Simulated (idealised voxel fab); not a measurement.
process module | voxel ribs on slabs
cross-section cut | 185 nm wide | cells 5 nm
A cross-section is a grid of square cells, given in bands from the top down. A band is one or more rows of cells.
Each band's line starts with the height of the band's top and of its bottom, in nm. Then come its materials from left to right, each with its width in nm. One material with "throughout" fills the band from edge to edge. "air" is empty space.
Height 0 is the level under which the wafer as received is all one material. The lowest band goes on downwards, as in "0 down".
A width such as "30 to 40" changes by the same amount from each row of cells to the next, from the band's top row to its bottom row.
"no change" after a step means that no cell of the cross-section changed.
closed voids: empty space of 8 cells or more with no open way to the top, each as width x height at its distance from the left edge, in nm
after a step's settings: what the simulator itself notes on the step
overlay nm, on a step with a mask: how far to the right of its planned place the mask lay; to the left if negative
plan
1 op RECEIVE | material Si
2 op DIRECTIONAL_DEP | material SiO2 | thk nm 30
3 op DIRECTIONAL_DEP | material SiN | thk nm 15
4 op DIRECTIONAL_DEP | material aC | thk nm 15
5 op PATTERN | tone cover | mask id RIB | material resist | width nm 30 | thk nm 35 | overlay nm 0
6 op DIRECTIONAL_ETCH | etch materials aC | depth nm 15
7 op STRIP | etch materials resist
8 op DIRECTIONAL_ETCH | etch materials SiN | depth nm 5
9 op STRIP | etch materials aC
10 op DIRECTIONAL_DEP | material aC | thk nm 10
11 op PATTERN | tone cover | mask id SLAB | material resist | width nm 80 | thk nm 30 | overlay nm 0
12 op DIRECTIONAL_ETCH | etch materials aC | depth nm 10
13 op STRIP | etch materials resist
14 op DIRECTIONAL_ETCH | etch materials SiN | depth nm 10
15 op STRIP | etch materials aC
16 op FILL_DEP | material SiO2 | thk nm 15
17 op CMP | height nm 55
18 op DIRECTIONAL_DEP | material W | thk nm 10
19 op MASKED_ETCH | tone cover | mask id HEATER | width nm 40 | etch materials W | depth nm 10 | overlay nm 0
20 op CONFORMAL_DEP | material SiN | thk nm 10
first wafer, as planned
as received, after step 1
  0 down: Si throughout
  closed voids: none
after step 2
  30 to 0: SiO2 throughout
  below 0: unchanged
after step 3
  45 to 30: SiN throughout
  below 30: unchanged
after step 4
  60 to 45: aC throughout
  below 45: unchanged
after step 5
  95 to 60: air 75 | resist 30 | air 80
  below 60: unchanged
after step 6
  80 to 60: air 75 | resist 30 | air 80
  60 to 45: air 75 | aC 30 | air 80
  below 45: unchanged
after step 7
  60 to 45: air 75 | aC 30 | air 80
  below 45: unchanged
after step 8
  60 to 45: air 75 | aC 30 | air 80
  45 to 40: air 75 | SiN 30 | air 80
  below 40: unchanged
after step 9
  45 to 40: air 75 | SiN 30 | air 80
  below 40: unchanged
after step 10
  55 to 50: air 75 | aC 30 | air 80
  50 to 45: aC throughout
  45 to 40: aC 75 | SiN 30 | aC 80
  below 40: unchanged
after step 11
  85 to 55: air 50 | resist 80 | air 55
  55 to 50: air 50 | resist 25 | aC 30 | resist 25 | air 55
  below 50: unchanged
after step 12
  75 to 55: air 50 | resist 80 | air 55
  55 to 50: air 50 | resist 25 | aC 30 | resist 25 | air 55
  50 to 45: air 50 | aC 80 | air 55
  45 to 40: air 50 | aC 25 | SiN 30 | aC 25 | air 55
  below 40: unchanged
after step 13
  55 to 45: air 75 to 50 | aC 30 to 80 | air 80 to 55
  below 45: unchanged
after step 14
  55 to 45: air 75 to 50 | aC 30 to 80 | air 80 to 55
  45 to 40: air 50 | aC 25 | SiN 30 | aC 25 | air 55
  40 to 30: air 50 | SiN 80 | air 55
  below 30: unchanged
after step 15
  45 to 40: air 75 | SiN 30 | air 80
  below 40: unchanged
after step 16
  60 to 45: SiO2 throughout
  45 to 40: SiO2 75 | SiN 30 | SiO2 80
  40 to 30: SiO2 50 | SiN 80 | SiO2 55
  below 30: unchanged
after step 17
  55 to 45: SiO2 throughout
  below 45: unchanged
after step 18
  65 to 55: W throughout
  below 55: unchanged
after step 19
  65 to 55: air 70 | W 40 | air 75
  below 55: unchanged
after step 20
  75 to 65: air 60 | SiN 60 | air 65
  65 to 55: SiN 70 | W 40 | SiN 75
  below 55: unchanged
second wafer: like start, like plan, one mistake. Through step 1 it matches the first wafer
when step 2 should have ended
  15 to 0: SiN throughout
  below 0: unchanged
when step 3 should have ended
  45 to 15: SiO2 throughout
  below 15: unchanged
when step 4 should have ended
  60 to 45: aC throughout
  below 45: unchanged
when step 5 should have ended
  95 to 60: air 75 | resist 30 | air 80
  below 60: unchanged
when step 6 should have ended
  80 to 60: air 75 | resist 30 | air 80
  60 to 45: air 75 | aC 30 | air 80
  below 45: unchanged
when step 7 should have ended
  60 to 45: air 75 | aC 30 | air 80
  below 45: unchanged
when step 8 should have ended: no change
when step 9 should have ended
  45 to 15: SiO2 throughout
  below 15: unchanged
when step 10 should have ended
  55 to 45: aC throughout
  below 45: unchanged
when step 11 should have ended
  85 to 55: air 50 | resist 80 | air 55
  below 55: unchanged
when step 12 should have ended
  75 to 55: air 50 | resist 80 | air 55
  55 to 45: air 50 | aC 80 | air 55
  below 45: unchanged
when step 13 should have ended
  55 to 45: air 50 | aC 80 | air 55
  below 45: unchanged
when step 14 should have ended: no change
when step 15 should have ended
  45 to 15: SiO2 throughout
  below 15: unchanged
when step 16 should have ended
  60 to 15: SiO2 throughout
  below 15: unchanged
when step 17 should have ended
  55 to 15: SiO2 throughout
  below 15: unchanged
when step 18 should have ended
  65 to 55: W throughout
  below 55: unchanged
when step 19 should have ended
  65 to 55: air 70 | W 40 | air 75
  below 55: unchanged
when step 20 should have ended
  75 to 65: air 60 | SiN 60 | air 65
  65 to 55: SiN 70 | W 40 | SiN 75
  below 55: unchanged
what went wrong: steps 2 and 3 were swapped
at the end the second wafer has, in cells: 73 more of SiN | 73 fewer of SiO2
